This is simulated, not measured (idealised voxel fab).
process module | voxel self aligned contacts
cross-section cut | 145 nm wide | cells 5 nm
A cross-section is a grid of square cells, given in bands from the top down. A band is one or more rows of cells.
Each band's line starts with the height of the band's top and of its bottom, in nm. Then come its materials from left to right, each with its width in nm. One material with "throughout" fills the band from edge to edge. "air" is empty space.
Height 0 is the level under which the wafer as received is all one material. The lowest band goes on downwards, as in "0 down".
A width such as "30 to 40" changes by the same amount from each row of cells to the next, from the band's top row to its bottom row.
"no change" after a step means that no cell of the cross-section changed.
closed voids: empty space of 8 cells or more with no open way to the top, each as width x height at its distance from the left edge, in nm
after a step's settings: what the simulator itself notes on the step
overlay nm, on a step with a mask: how far to the right of its planned place the mask lay; to the left if negative
plan
1 op RECEIVE | material Si
2 op OXIDIZE | depth nm 5
3 op DIRECTIONAL_DEP | material polySi | thk nm 20
4 op DIRECTIONAL_DEP | material SiN | thk nm 25
5 op DIRECTIONAL_DEP | material aC | thk nm 10
6 op PATTERN | tone cover | mask id GATE | material resist | width nm 35 | pitch nm 75 | thk nm 25 | overlay nm 0
7 op DIRECTIONAL_ETCH | etch materials aC | depth nm 10
8 op STRIP | etch materials resist
9 op DIRECTIONAL_ETCH | etch materials SiN | depth nm 25
10 op DIRECTIONAL_ETCH | etch materials polySi | depth nm 20
11 op STRIP | etch materials aC
12 op CONFORMAL_DEP | material SiN | thk nm 10
13 op DIRECTIONAL_ETCH | etch materials SiN | depth nm 10
14 op FILL_DEP | material SiO2 | thk nm 15
15 op CMP | height nm 55
16 op MASKED_ETCH | tone open | mask id CONTACT | width nm 50 | etch materials SiO2 | depth nm 60 | overlay nm 0
17 op CONFORMAL_DEP | material TiN | thk nm 5
18 op FILL_DEP | material Ru | thk nm 5
19 op CMP | height nm 55
20 op CONFORMAL_DEP | material SiCN | thk nm 5
as received, after step 1
  0 down: Si throughout
  closed voids: none
a wafer at the end: this start, this plan, one mistake
  60 to 55: SiCN throughout
  55 to 50: SiO2 45 | TiN 5 | Ru 40 | TiN 5 | SiO2 50
  50 to 45: SiO2 45 | TiN 50 | SiO2 50
  45 to 20: SiN 25 | SiO2 15 | SiN 60 | SiO2 15 | SiN 30
  20 to 0: polySi 15 | SiN 10 | SiO2 15 | SiN 10 | polySi 40 | SiN 10 | SiO2 15 | SiN 10 | polySi 20
  0 to -5: SiO2 throughout
  -5 down: Si throughout
  closed voids: none
what went wrong: step 6 ran as: op PATTERN | tone open | mask id GATE | material resist | width nm 35 | pitch nm 75 | thk nm 25 | overlay nm 0
